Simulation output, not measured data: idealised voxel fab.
The document below concerns the process module designated voxel quadruple lines.
The cross-section shown here is cut; it is 205 nm wide and divided into square cells measuring 5 nm on a side.
A cross-section is a grid of square cells, given in bands from the top down. A band is one or more rows of cells.
First you get the band's top height and its bottom height, in nm, and then the materials it's made of, left to right, with each width in nm. If you see a single material with "throughout", that one covers the band edge to edge. "blank" is empty space.
Heads up on the height convention: 0 is the point under which the incoming wafer is all one material, and the lowest band has no bottom, it just keeps going down, like "0 -> down".
A width such as "30..40" changes by the same amount from each row of cells to the next, from the band's top row to its bottom row.
Step note "nothing was modified" = no cross-section cell changed.
The entry "Closed voids list" lists the empty spaces that cover at least 8 cells and have no open path to the top. Each is written as width x height at distance, where the distance is measured from the left edge and all three values are in nm.
On a step's line, text after the settings is the simulator commenting on that step.
On any step carrying a mask, the "overlay nm" setting, if present on the step's line, tells how far right of its planned place the mask lay; negative values point to the left.
-- The planned process steps are enumerated hereunder
step 1: op RECEIVE | material Si
step 2: op CONFORMAL_DEP | material Al2O3 | thk nm 5
step 3: op DIRECTIONAL_DEP | material Ru | thk nm 15
step 4: op DIRECTIONAL_DEP | material polySi | thk nm 15
step 5: op DIRECTIONAL_DEP | material aC | thk nm 25
step 6: op PATTERN | tone cover | mask id MANDREL | material resist | width nm 30 | thk nm 30 | overlay nm 0
step 7: op DIRECTIONAL_ETCH | etch materials aC | depth nm 25
step 8: op STRIP | etch materials resist
step 9: op CONFORMAL_DEP | material SiO2 | thk nm 10
step 10: op DIRECTIONAL_ETCH | etch materials SiO2 | depth nm 10
step 11: op STRIP | etch materials aC
step 12: op DIRECTIONAL_ETCH | etch materials polySi | depth nm 15
step 13: op STRIP | etch materials SiO2
step 14: op CONFORMAL_DEP | material SiCN | thk nm 10
step 15: op DIRECTIONAL_ETCH | etch materials SiCN | depth nm 10
step 16: op STRIP | etch materials polySi
step 17: op DIRECTIONAL_ETCH | etch materials Ru | depth nm 15
step 18: op STRIP | etch materials SiCN
step 19: op FILL_DEP | material lowk | thk nm 10
step 20: op CMP | height nm 20
-- Concerning the first of two wafers, which was run in accordance with the plan
-- This is the cross-section of the wafer as we received it, i.e. after step 1
	0 -> down | Si throughout
	Closed voids list: none
-- The wafer, seen in cross-section, after step 2
	5 -> 0 | Al2O3 throughout
	Note: structure below 0 unchanged.
-- The wafer, seen in cross-section, after step 3
	20 -> 5 | Ru throughout
	Note: structure below 5 unchanged.
-- The wafer, seen in cross-section, after step 4
	35 -> 20 | polySi throughout
	Note: structure below 20 unchanged.
-- The wafer, seen in cross-section, after step 5
	60 -> 35 | aC throughout
	Note: structure below 35 unchanged.
-- The wafer, seen in cross-section, after step 6
	90 -> 60 | 85 nm blank, then 30 nm resist, then 90 nm blank
	Note: structure below 60 unchanged.
-- The wafer, seen in cross-section, after step 7
	65 -> 60 | 85 nm blank, then 30 nm resist, then 90 nm blank
	60 -> 35 | 85 nm blank, then 30 nm aC, then 90 nm blank
	Note: structure below 35 unchanged.
-- The wafer, seen in cross-section, after step 8
	60 -> 35 | 85 nm blank, then 30 nm aC, then 90 nm blank
	Note: structure below 35 unchanged.
-- The wafer, seen in cross-section, after step 9
	70 -> 60 | 75 nm blank, then 50 nm SiO2, then 80 nm blank
	60 -> 45 | 75 nm blank, then 10 nm SiO2, then 30 nm aC, then 10 nm SiO2, then 80 nm blank
	45 -> 35 | 85 nm SiO2, then 30 nm aC, then 90 nm SiO2
	Note: structure below 35 unchanged.
-- The wafer, seen in cross-section, after step 10
	60 -> 35 | 75 nm blank, then 10 nm SiO2, then 30 nm aC, then 10 nm SiO2, then 80 nm blank
	Note: structure below 35 unchanged.
-- The wafer, seen in cross-section, after step 11
	60 -> 35 | 75 nm blank, then 10 nm SiO2, then 30 nm blank, then 10 nm SiO2, then 80 nm blank
	Note: structure below 35 unchanged.
-- The wafer, seen in cross-section, after step 12
	60 -> 35 | 75 nm blank, then 10 nm SiO2, then 30 nm blank, then 10 nm SiO2, then 80 nm blank
	35 -> 20 | 75 nm blank, then 10 nm polySi, then 30 nm blank, then 10 nm polySi, then 80 nm blank
	Note: structure below 20 unchanged.
-- The wafer, seen in cross-section, after step 13
	35 -> 20 | 75 nm blank, then 10 nm polySi, then 30 nm blank, then 10 nm polySi, then 80 nm blank
	Note: structure below 20 unchanged.
-- The wafer, seen in cross-section, after step 14
	45 -> 35 | 65 nm blank, then 30 nm SiCN, then 10 nm blank, then 30 nm SiCN, then 70 nm blank
	35 -> 30 | 65 nm blank, then 10 nm SiCN, then 10 nm polySi, then 10 nm SiCN, then 10 nm blank, then 10 nm SiCN, then 10 nm polySi, then 10 nm SiCN, then 70 nm blank
	30 -> 20 | 75 nm SiCN, then 10 nm polySi, then 30 nm SiCN, then 10 nm polySi, then 80 nm SiCN
	Note: structure below 20 unchanged.
-- The wafer, seen in cross-section, after step 15
	35 -> 20 | 65 nm blank, then 10 nm SiCN, then 10 nm polySi, then 10 nm SiCN, then 10 nm blank, then 10 nm SiCN, then 10 nm polySi, then 10 nm SiCN, then 70 nm blank
	Note: structure below 20 unchanged.
-- The wafer, seen in cross-section, after step 16
	35 -> 20 | 65 nm blank, then 10 nm SiCN, then 10 nm blank, then 10 nm SiCN, then 10 nm blank, then 10 nm SiCN, then 10 nm blank, then 10 nm SiCN, then 70 nm blank
	Note: structure below 20 unchanged.
-- The wafer, seen in cross-section, after step 17
	35 -> 20 | 65 nm blank, then 10 nm SiCN, then 10 nm blank, then 10 nm SiCN, then 10 nm blank, then 10 nm SiCN, then 10 nm blank, then 10 nm SiCN, then 70 nm blank
	20 -> 5 | 65 nm blank, then 10 nm Ru, then 10 nm blank, then 10 nm Ru, then 10 nm blank, then 10 nm Ru, then 10 nm blank, then 10 nm Ru, then 70 nm blank
	Note: structure below 5 unchanged.
-- The wafer, seen in cross-section, after step 18
	20 -> 5 | 65 nm blank, then 10 nm Ru, then 10 nm blank, then 10 nm Ru, then 10 nm blank, then 10 nm Ru, then 10 nm blank, then 10 nm Ru, then 70 nm blank
	Note: structure below 5 unchanged.
-- The wafer, seen in cross-section, after step 19
	30 -> 20 | lowk throughout
	20 -> 5 | 65 nm lowk, then 10 nm Ru, then 10 nm lowk, then 10 nm Ru, then 10 nm lowk, then 10 nm Ru, then 10 nm lowk, then 10 nm Ru, then 70 nm lowk
	Note: structure below 5 unchanged.
-- The wafer, seen in cross-section, after step 20
	20 -> 5 | 65 nm lowk, then 10 nm Ru, then 10 nm lowk, then 10 nm Ru, then 10 nm lowk, then 10 nm Ru, then 10 nm lowk, then 10 nm Ru, then 70 nm lowk
	Note: structure below 5 unchanged.
-- Wafer two of two - same starting point, same process plan, one mistake in execution; matches wafer one up to and including step 2
-- Cross-section of the second wafer at the time by which step 3 should have been completed according to the plan
	15 -> 5 | Ru throughout
	Note: structure below 5 unchanged.
-- Cross-section of the second wafer at the time by which step 4 should have been completed according to the plan
	30 -> 15 | polySi throughout
	Note: structure below 15 unchanged.
-- Cross-section of the second wafer at the time by which step 5 should have been completed according to the plan
	55 -> 30 | aC throughout
	Note: structure below 30 unchanged.
-- Cross-section of the second wafer at the time by which step 6 should have been completed according to the plan
	85 -> 55 | 85 nm blank, then 30 nm resist, then 90 nm blank
	Note: structure below 55 unchanged.
-- Cross-section of the second wafer at the time by which step 7 should have been completed according to the plan
	60 -> 55 | 85 nm blank, then 30 nm resist, then 90 nm blank
	55 -> 30 | 85 nm blank, then 30 nm aC, then 90 nm blank
	Note: structure below 30 unchanged.
-- Cross-section of the second wafer at the time by which step 8 should have been completed according to the plan
	55 -> 30 | 85 nm blank, then 30 nm aC, then 90 nm blank
	Note: structure below 30 unchanged.
-- Cross-section of the second wafer at the time by which step 9 should have been completed according to the plan
	65 -> 55 | 75 nm blank, then 50 nm SiO2, then 80 nm blank
	55 -> 40 | 75 nm blank, then 10 nm SiO2, then 30 nm aC, then 10 nm SiO2, then 80 nm blank
	40 -> 30 | 85 nm SiO2, then 30 nm aC, then 90 nm SiO2
	Note: structure below 30 unchanged.
-- Cross-section of the second wafer at the time by which step 10 should have been completed according to the plan
	55 -> 30 | 75 nm blank, then 10 nm SiO2, then 30 nm aC, then 10 nm SiO2, then 80 nm blank
	Note: structure below 30 unchanged.
-- Cross-section of the second wafer at the time by which step 11 should have been completed according to the plan
	55 -> 30 | 75 nm blank, then 10 nm SiO2, then 30 nm blank, then 10 nm SiO2, then 80 nm blank
	Note: structure below 30 unchanged.
-- Cross-section of the second wafer at the time by which step 12 should have been completed according to the plan
	55 -> 30 | 75 nm blank, then 10 nm SiO2, then 30 nm blank, then 10 nm SiO2, then 80 nm blank
	30 -> 15 | 75 nm blank, then 10 nm polySi, then 30 nm blank, then 10 nm polySi, then 80 nm blank
	Note: structure below 15 unchanged.
-- Cross-section of the second wafer at the time by which step 13 should have been completed according to the plan
	30 -> 15 | 75 nm blank, then 10 nm polySi, then 30 nm blank, then 10 nm polySi, then 80 nm blank
	Note: structure below 15 unchanged.
-- Cross-section of the second wafer at the time by which step 14 should have been completed according to the plan
	40 -> 30 | 65 nm blank, then 30 nm SiCN, then 10 nm blank, then 30 nm SiCN, then 70 nm blank
	30 -> 25 | 65 nm blank, then 10 nm SiCN, then 10 nm polySi, then 10 nm SiCN, then 10 nm blank, then 10 nm SiCN, then 10 nm polySi, then 10 nm SiCN, then 70 nm blank
	25 -> 15 | 75 nm SiCN, then 10 nm polySi, then 30 nm SiCN, then 10 nm polySi, then 80 nm SiCN
	Note: structure below 15 unchanged.
-- Cross-section of the second wafer at the time by which step 15 should have been completed according to the plan
	30 -> 15 | 65 nm blank, then 10 nm SiCN, then 10 nm polySi, then 10 nm SiCN, then 10 nm blank, then 10 nm SiCN, then 10 nm polySi, then 10 nm SiCN, then 70 nm blank
	Note: structure below 15 unchanged.
-- Cross-section of the second wafer at the time by which step 16 should have been completed according to the plan
	30 -> 15 | 65 nm blank, then 10 nm SiCN, then 10 nm blank, then 10 nm SiCN, then 10 nm blank, then 10 nm SiCN, then 10 nm blank, then 10 nm SiCN, then 70 nm blank
	Note: structure below 15 unchanged.
-- Cross-section of the second wafer at the time by which step 17 should have been completed according to the plan
	30 -> 15 | 65 nm blank, then 10 nm SiCN, then 10 nm blank, then 10 nm SiCN, then 10 nm blank, then 10 nm SiCN, then 10 nm blank, then 10 nm SiCN, then 70 nm blank
	15 -> 5 | 65 nm blank, then 10 nm Ru, then 10 nm blank, then 10 nm Ru, then 10 nm blank, then 10 nm Ru, then 10 nm blank, then 10 nm Ru, then 70 nm blank
	Note: structure below 5 unchanged.
-- Cross-section of the second wafer at the time by which step 18 should have been completed according to the plan
	15 -> 5 | 65 nm blank, then 10 nm Ru, then 10 nm blank, then 10 nm Ru, then 10 nm blank, then 10 nm Ru, then 10 nm blank, then 10 nm Ru, then 70 nm blank
	Note: structure below 5 unchanged.
-- Cross-section of the second wafer at the time by which step 19 should have been completed according to the plan
	25 -> 15 | lowk throughout
	15 -> 5 | 65 nm lowk, then 10 nm Ru, then 10 nm lowk, then 10 nm Ru, then 10 nm lowk, then 10 nm Ru, then 10 nm lowk, then 10 nm Ru, then 70 nm lowk
	Note: structure below 5 unchanged.
-- Cross-section of the second wafer at the time by which step 20 should have been completed according to the plan
	20 -> 15 | lowk throughout
	Note: structure below 15 unchanged.
Here's what went sideways: step 3 changed vs plan, executed as op DIRECTIONAL_DEP | material Ru | thk nm 10
Looking at both finished wafers in cells, the second ends up ahead of or behind the first on some materials: -8 Ru, +8 lowk
